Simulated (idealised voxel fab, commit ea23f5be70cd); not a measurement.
The following is a process module called voxel plated lines.
We display cut, a cross-section 295 nm in width whose square cells are each 5 nm.
Format of a cross-section: grid, square cells. Given as bands. Order: top down. Band: one or more rows of cells.
Heads up on the band format: heights come first, top then bottom, in nm. After that it's the materials left to right, each with its width in nm. A single material flagged "throughout" fills the whole band edge to edge, and "air" means there's empty space there.
A quick word on heights: they are counted from 0, and under that level the wafer as it came to us is one material throughout. The lowest band is different from the rest in having no bottom; it simply continues downward, written as in "0..down".
Per-row width for "30 to 40": begins at first number (top row of band), ends at second number (bottom row), increment between rows held constant.
It should be understood that the words "nothing got changed", when stated for a given step, signify that the cross-section underwent no change in any of its cells during that step.
The entry "Closed void register" lists the empty spaces that cover at least 8 cells and have no open path to the top. Each is written as width x height at distance, where the distance is measured from the left edge and all three values are in nm.
Past the settings on a step's line: simulator remark, on that step.
overlay nm: mask right of planned place by this much (step with mask). Neg. = left.
[The following list gives the planned process steps]
1: RECEIVE with material Si
2: CONFORMAL_DEP with material SiN, thk nm 5
3: DIRECTIONAL_DEP with material TiN, thk nm 5
4: PATTERN with tone open, mask id LINES, material resist, width nm 25, pitch nm 40, thk nm 40, overlay nm 0
5: EPI with material Ru, thk nm 10
6: EPI with material Ru, thk nm 5
7: EPI with material Ru, thk nm 5
8: STRIP with etch materials resist
9: DIRECTIONAL_ETCH with etch materials TiN, depth nm 5
10: CONFORMAL_DEP with material SiN, thk nm 10
[The cross-section here shows the wafer as received, i.e. in its state after step 1]
0..down | Si throughout
Closed void register: none
[This is how the wafer looks in cross-section once the module is done, given the starting state and plan above and one mistake in carrying the plan out]
20..0 | SiN throughout
0..down | Si throughout
Closed void register: none
Want to know what went wrong? step 3 off recipe, ran as DIRECTIONAL_DEP with material SiN, thk nm 5
